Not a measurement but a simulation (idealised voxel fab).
Proc. module: voxel plated lines
Square cell edge 5 nm, section width 200 nm, ID cut.
Cross-section layout: square cells on a grid; listed as bands, top to bottom; a band spans one or more cell rows.
For a band, the entry starts with two heights in nm, that of the top and then that of the bottom, and carries on with the band's materials in order from left to right, each alongside its width in nm; the word "full width" beside a single material means it fills the band edge to edge, and "air" means empty space.
Heights are measured from 0, the level below which the as-received wafer is all one material; the lowest band has no bottom and continues downward, written as in "0..down".
Think of "30->40" as a width that walks from the first number to the second as you go down the band, top row to bottom row, taking equal-sized steps from row to row.
"no alteration", as given for a step, is the statement that not any cell of the cross-section underwent a change during that step.
This entry, "Sealed-off cavities", enumerates those empty regions of no fewer than 8 cells that possess no open connection to the top. Each region is reported in the form width x height at distance, the distance being taken from the left edge, with all three quantities expressed in nm.
It should be noted that, on the line of a given step, the content following the step's settings is a remark produced by the simulator itself with respect to that step.
The optional step-line setting "overlay nm" applies to steps with a mask and quantifies how far to the right of its planned location the mask lay, a negative value indicating leftward placement.

Steps planned for the process:
1. RECEIVE,material Si
2. CONFORMAL_DEP,material Al2O3,thk nm 10
3. DIRECTIONAL_DEP,material TiN,thk nm 5
4. PATTERN,tone open,mask id LINES,material resist,width nm 25,pitch nm 55,thk nm 35,overlay nm -15
5. EPI,material Ru,thk nm 10
6. EPI,material Ru,thk nm 5
7. EPI,material Ru,thk nm 5
8. STRIP,etch materials resist
9. DIRECTIONAL_ETCH,etch materials TiN,depth nm 5
10. CONFORMAL_DEP,material SiN,thk nm 10
The plan's step 4 overlay nm is the first wafer's value; the wafers differ in this setting and start identical.

Incoming state of the first of several wafers in cross-section: after step 1:
0..down | Si full width
Sealed-off cavities: none

Heads up, this table goes wafer by wafer. A row tells you, at the end of the module, how many cells of each material that wafer has put on (+) or dropped (-) since it was received, and then its closed voids:
overlay nm -15 | +80 Al2O3 | +40 Ru | +120 SiN | +10 TiN | Sealed-off cavities: none
overlay nm -10 | +80 Al2O3 | +40 Ru | +120 SiN | +10 TiN | Sealed-off cavities: none
overlay nm -5 | +80 Al2O3 | +40 Ru | +120 SiN | +10 TiN | Sealed-off cavities: none
overlay nm 0 | +80 Al2O3 | +40 Ru | +120 SiN | +10 TiN | Sealed-off cavities: none
overlay nm 5 | +80 Al2O3 | +40 Ru | +120 SiN | +10 TiN | Sealed-off cavities: none
overlay nm 10 | +80 Al2O3 | +40 Ru | +120 SiN | +10 TiN | Sealed-off cavities: none
overlay nm 15 | +80 Al2O3 | +40 Ru | +120 SiN | +10 TiN | Sealed-off cavities: none
